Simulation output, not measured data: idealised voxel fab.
Process module, titled voxel capacitor over wiring
Xsec cut, 270 nm wide, square cell size 5 nm.
In this document a cross-section is written as a grid of square cells. It is given as a series of bands, listed from the top down, and a band is one or more rows of cells.
In this notation a band is specified by the heights of its top and bottom, in that order and in nm, after which its materials appear from left to right, each paired with its width in nm. The word "throughout" attached to a single material means that material fills the band from edge to edge; the word "empty" stands for empty space.
The level at which height equals 0 is the one under which the wafer, as it arrives, is entirely one material. No lower edge exists for the bottom band, which continues downward and is notated as in "0 -> down".
Width spec "30..40" -> top row of cells at first value, bottom row at second value, equal per-row change in between.
The designation "nothing altered", where it is given for a processing step, indicates that no cell of the cross-section was altered in the course of that step.
For the entry "Unvented cavities", the listed items are empty spaces with no open way to the top whose size is 8 cells or more; each item follows the pattern width x height at distance, where distance is from the left edge and all three are in nm.
If you see something after the settings on a step's line, that's the simulator's own remark about that step.
Each step line may optionally specify "overlay nm", which for a step with a mask gives the rightward distance between the mask's planned place and where it lay, a negative value indicating the leftward direction.
# Listed below are the process steps as planned
step 1: RECEIVE (material Si)
step 2: CONFORMAL_DEP (material SiO2; thk nm 15)
step 3: CONFORMAL_DEP (material SiCN; thk nm 5)
step 4: DIRECTIONAL_DEP (material lowk; thk nm 25)
step 5: MASKED_ETCH (tone open; mask id METAL_1; width nm 20; pitch nm 90; etch materials lowk; depth nm 25; overlay nm -15)
step 6: MASKED_ETCH (tone open; mask id METAL_1; width nm 20; pitch nm 90; etch materials SiCN; depth nm 5; overlay nm 0)
step 7: CONFORMAL_DEP (material TiN; thk nm 5)
step 8: FILL_DEP (material W; thk nm 5)
step 9: CMP (height nm 45)
step 10: CONFORMAL_DEP (material SiCN; thk nm 5)
step 11: DIRECTIONAL_DEP (material lowk; thk nm 20)
step 12: MASKED_ETCH (tone open; mask id PLUG_1; width nm 15; etch materials lowk; depth nm 20; overlay nm 0)
step 13: MASKED_ETCH (tone open; mask id PLUG_1; width nm 15; etch materials SiCN; depth nm 5; overlay nm 0)
step 14: CONFORMAL_DEP (material TiN; thk nm 5)
step 15: FILL_DEP (material Ru; thk nm 5)
step 16: CMP (height nm 70)
step 17: DIRECTIONAL_DEP (material TiN; thk nm 10)
step 18: DIRECTIONAL_DEP (material HfO2; thk nm 5)
step 19: DIRECTIONAL_DEP (material TiN; thk nm 10)
step 20: MASKED_ETCH (tone cover; mask id UPPER_PLATE; width nm 75; etch materials TiN; depth nm 10; overlay nm 0)
step 21: MASKED_ETCH (tone cover; mask id UPPER_PLATE; width nm 75; etch materials HfO2; depth nm 5; overlay nm 0)
step 22: PATTERN (tone cover; mask id LOWER_PLATE; material resist; width nm 85; thk nm 15; overlay nm 0)
step 23: DIRECTIONAL_ETCH (etch materials TiN; depth nm 10)
step 24: STRIP (etch materials resist)
step 25: FILL_DEP (material SiO2; thk nm 15)
step 26: CMP (height nm 105)
step 27: DIRECTIONAL_DEP (material aC; thk nm 10)
step 28: PATTERN (tone open; mask id PLUG_2; material resist; width nm 15; thk nm 30; overlay nm 0)
step 29: DIRECTIONAL_ETCH (etch materials aC; depth nm 10)
step 30: STRIP (etch materials resist)
step 31: DIRECTIONAL_ETCH (etch materials SiO2; depth nm 10)
step 32: STRIP (etch materials aC)
step 33: CONFORMAL_DEP (material TiN; thk nm 5)
step 34: FILL_DEP (material Ru; thk nm 5)
step 35: CMP (height nm 105)
step 36: CONFORMAL_DEP (material SiN; thk nm 5)
Keep in mind the plan's value for the overlay nm of step 5 comes from the first wafer; the wafers don't share that setting, but they do share the same starting point.
# First of several wafers (as received, post step 1), cross-sectional view
  0 -> down = Si throughout
  Unvented cavities: none
# Rows = wafers. At module end, each row lists per material the cells gained (+) or lost (-) since the wafer was received, then the closed voids
overlay nm -15 | +15 HfO2 | +5 Ru | +103 SiCN | +54 SiN | +455 SiO2 | +106 TiN | +16 W | +434 lowk | Unvented cavities: none
overlay nm -10 | +15 HfO2 | +5 Ru | +101 SiCN | +54 SiN | +455 SiO2 | +108 TiN | +16 W | +434 lowk | Unvented cavities: none
overlay nm -5 | +15 HfO2 | +5 Ru | +99 SiCN | +54 SiN | +455 SiO2 | +108 TiN | +18 W | +434 lowk | Unvented cavities: none
overlay nm 0 | +15 HfO2 | +5 Ru | +97 SiCN | +54 SiN | +455 SiO2 | +108 TiN | +20 W | +434 lowk | Unvented cavities: none
overlay nm 5 | +15 HfO2 | +5 Ru | +99 SiCN | +54 SiN | +455 SiO2 | +108 TiN | +18 W | +434 lowk | Unvented cavities: none
overlay nm 10 | +15 HfO2 | +5 Ru | +101 SiCN | +54 SiN | +455 SiO2 | +108 TiN | +16 W | +434 lowk | Unvented cavities: none
overlay nm 15 | +15 HfO2 | +5 Ru | +103 SiCN | +54 SiN | +455 SiO2 | +106 TiN | +16 W | +434 lowk | Unvented cavities: none
